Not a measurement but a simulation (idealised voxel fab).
process module | voxel wiring stack
cross-section cut | 170 nm wide | cells 5 nm
A cross-section is a grid of square cells, given in bands from the top down. A band is one or more rows of cells.
Each band's line starts with the height of the band's top and of its bottom, in nm. Then come its materials from left to right, each with its width in nm. One material with "throughout" fills the band from edge to edge. "air" is empty space.
Height 0 is the level under which the wafer as received is all one material. The lowest band goes on downwards, as in "0 down".
A width such as "30 to 40" changes by the same amount from each row of cells to the next, from the band's top row to its bottom row.
"no change" after a step means that no cell of the cross-section changed.
closed voids: empty space of 8 cells or more with no open way to the top, each as width x height at its distance from the left edge, in nm
after a step's settings: what the simulator itself notes on the step
overlay nm, on a step with a mask: how far to the right of its planned place the mask lay; to the left if negative
plan
1 op RECEIVE | material Si
2 op CONFORMAL_DEP | material SiO2 | thk nm 10
3 op CONFORMAL_DEP | material SiN | thk nm 5
4 op DIRECTIONAL_DEP | material lowk | thk nm 15
5 op PATTERN | tone open | mask id METAL_1 | material resist | width nm 20 | pitch nm 35 | thk nm 20 | overlay nm -5
6 op DIRECTIONAL_ETCH | etch materials lowk | depth nm 15
7 op DIRECTIONAL_ETCH | etch materials SiN | depth nm 5
8 op STRIP | etch materials resist
9 op CONFORMAL_DEP | material TiN | thk nm 5
10 op FILL_DEP | material Ru | thk nm 10
11 op CMP | height nm 30
12 op EPI | material Ru | thk nm 5
13 op FILL_DEP | material SiCN | thk nm 5
14 op DIRECTIONAL_DEP | material SiO2 | thk nm 10
15 op DIRECTIONAL_DEP | material aC | thk nm 15
16 op PATTERN | tone open | mask id PLUG_1 | material resist | width nm 15 | pitch nm 35 | thk nm 35 | overlay nm 0
17 op DIRECTIONAL_ETCH | etch materials aC | depth nm 15
18 op STRIP | etch materials resist
19 op DIRECTIONAL_ETCH | etch materials SiO2 | depth nm 10
20 op DIRECTIONAL_ETCH | etch materials SiCN | depth nm 5
21 op STRIP | etch materials aC
22 op EPI | material Ru | thk nm 10
23 op EPI | material Ru | thk nm 5
24 op CONFORMAL_DEP | material SiN | thk nm 5
25 op DIRECTIONAL_DEP | material lowk | thk nm 15
26 op MASKED_ETCH | tone open | mask id METAL_2 | width nm 20 | pitch nm 35 | etch materials lowk | depth nm 15 | overlay nm 0
27 op MASKED_ETCH | tone open | mask id METAL_2 | width nm 20 | pitch nm 35 | etch materials SiN | depth nm 5 | overlay nm 0
28 op CONFORMAL_DEP | material TiN | thk nm 5
29 op FILL_DEP | material W | thk nm 5
30 op CMP | height nm 70
31 op EPI | material Ru | thk nm 5
32 op FILL_DEP | material SiCN | thk nm 5
33 op DIRECTIONAL_DEP | material SiO2 | thk nm 30
34 op MASKED_ETCH | tone open | mask id METAL_3 | width nm 20 | pitch nm 35 | etch materials SiO2 | depth nm 15 | overlay nm 0
35 op PATTERN | tone open | mask id METAL_3_HOLES | material resist | width nm 15 | pitch nm 35 | thk nm 15 | overlay nm 0
36 op DIRECTIONAL_ETCH | etch materials SiO2 | depth nm 15
37 op DIRECTIONAL_ETCH | etch materials SiCN | depth nm 5
38 op STRIP | etch materials resist
39 op CONFORMAL_DEP | material TiN | thk nm 5
40 op FILL_DEP | material Ru | thk nm 10
41 op CMP | height nm 110
42 op CONFORMAL_DEP | material SiN | thk nm 5
varied across the wafers: overlay nm of step 5. The plan shows the first wafer's value. All wafers start alike
first wafer as received, after step 1
  0 down: Si throughout
  closed voids: none
each wafer at the end: cells of each material gained (+) or lost (-) since it was received, then its closed voids
overlay nm -5 | +140 Ru | +64 SiCN | +70 SiN | +232 SiO2 | +144 TiN | +24 W | +108 lowk | closed voids: none
overlay nm 0 | +140 Ru | +64 SiCN | +70 SiN | +232 SiO2 | +144 TiN | +24 W | +108 lowk | closed voids: none
overlay nm 5 | +140 Ru | +64 SiCN | +70 SiN | +232 SiO2 | +144 TiN | +24 W | +108 lowk | closed voids: none
overlay nm 10 | +140 Ru | +64 SiCN | +70 SiN | +232 SiO2 | +144 TiN | +24 W | +108 lowk | closed voids: none
